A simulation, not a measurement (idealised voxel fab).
Module name: voxel capacitor over wiring (process module)
Each square cell in cross-section cut measures 5 nm, and the section as a whole is 230 nm wide.
The cross-sections in this document take the form of a grid made of square cells. They are written out as bands, in order from top to bottom. Each band consists of one or more rows of cells. What a band's entry tells you: where the top is and where the bottom is, as heights in nm, and after that what lies inside, material by material from left to right, each with its width in nm. Empty space is written as the word "empty", and a single material marked with the word "throughout" occupies the band from edge to edge. Beneath 0, the wafer as received is one material, and that level is where height counting begins. The lowest band goes on downward without a bottom; it is written like "z 0 and below". Quick explanation for "30 to 40": the width changes in equal steps down the rows of cells, from the first number in the band's top row to the second number in its bottom row. "left unchanged", as given for a step, is the statement that not any cell of the cross-section underwent a change during that step. "Unvented voids" specifies each empty space that is not open to the top and that occupies no fewer than 8 cells, using the form width x height at distance, the distance measured from the left edge and all three quantities in nm. Post-settings text on a step line: simulator's own remark regarding the step. overlay nm: step with mask; distance mask lay right of planned place; negative value = left of planned place.

Steps in the process plan:
1. RECEIVE,material Si
2. CONFORMAL_DEP,material SiO2,thk nm 15
3. DIRECTIONAL_DEP,material TiN,thk nm 5
4. DIRECTIONAL_DEP,material Ru,thk nm 20
5. PATTERN,tone cover,mask id METAL_1,material resist,width nm 30,pitch nm 80,thk nm 20,overlay nm 0
6. DIRECTIONAL_ETCH,etch materials Ru,depth nm 20
7. DIRECTIONAL_ETCH,etch materials TiN,depth nm 5
8. STRIP,etch materials resist
9. CONFORMAL_DEP,material SiN,thk nm 5
10. FILL_DEP,material lowk,thk nm 10
11. CMP,height nm 40
12. CONFORMAL_DEP,material SiCN,thk nm 5
13. DIRECTIONAL_DEP,material lowk,thk nm 15
14. MASKED_ETCH,tone open,mask id PLUG_1,width nm 15,etch materials lowk,depth nm 15,overlay nm 0
15. MASKED_ETCH,tone open,mask id PLUG_1,width nm 15,etch materials SiCN,depth nm 5,overlay nm 0
16. CONFORMAL_DEP,material TiN,thk nm 5
17. FILL_DEP,material W,thk nm 5
18. CMP,height nm 60
19. DIRECTIONAL_DEP,material TiN,thk nm 5
20. DIRECTIONAL_DEP,material HfO2,thk nm 5
21. DIRECTIONAL_DEP,material TiN,thk nm 5
22. PATTERN,tone cover,mask id UPPER_PLATE,material resist,width nm 55,thk nm 20,overlay nm 0
23. DIRECTIONAL_ETCH,etch materials TiN,depth nm 5
24. DIRECTIONAL_ETCH,etch materials HfO2,depth nm 5
25. STRIP,etch materials resist
26. DIRECTIONAL_DEP,material aC,thk nm 15
27. PATTERN,tone cover,mask id LOWER_PLATE,material resist,width nm 65,thk nm 30,overlay nm 0
28. DIRECTIONAL_ETCH,etch materials aC,depth nm 15
29. STRIP,etch materials resist
30. DIRECTIONAL_ETCH,etch materials TiN,depth nm 5
31. STRIP,etch materials aC
32. FILL_DEP,material SiO2,thk nm 15
33. CMP,height nm 85
34. DIRECTIONAL_DEP,material aC,thk nm 10
35. PATTERN,tone open,mask id PLUG_2,material resist,width nm 15,thk nm 30,overlay nm 0
36. DIRECTIONAL_ETCH,etch materials aC,depth nm 10
37. STRIP,etch materials resist
38. DIRECTIONAL_ETCH,etch materials SiO2,depth nm 10
39. STRIP,etch materials aC
40. CONFORMAL_DEP,material TiN,thk nm 5
41. FILL_DEP,material W,thk nm 10
42. CMP,height nm 85
43. CONFORMAL_DEP,material SiCN,thk nm 5

As-received state of the wafer in cross-section, equivalent to post-step 1:
z 0 and below  Si throughout
Unvented voids: none

Figure: cross-sectional view of the wafer upon completion of the module, processed from the initial state and according to the plan depicted above, with one error introduced during execution:
z 90 to 85  SiCN throughout
z 85 to 80  SiO2 85; TiN 5; W 5; TiN 5; SiO2 130
z 80 to 70  SiO2 85 to 75; TiN 15 to 55; SiO2 130 to 100
z 70 to 65  SiO2 75; HfO2 55; SiO2 100
z 65 to 60  SiO2 70; TiN 65; SiO2 95
z 60 to 45  lowk 75; TiN 5; W 5; TiN 5; lowk 140
z 45 to 40  SiCN 75; TiN 15; SiCN 140
z 40 to 25  lowk 55; SiN 5; Ru 30; SiN 5; lowk 40; SiN 5; Ru 30; SiN 5; lowk 55
z 25 to 20  SiN 60; TiN 30; SiN 50; TiN 30; SiN 60
z 20 to 0  SiO2 throughout
z 0 and below  Si throughout
Unvented voids: none
Where did the run depart from the plan? step 2 was run on a setting that differed from the plan, and what really ran there is CONFORMAL_DEP,material SiO2,thk nm 20
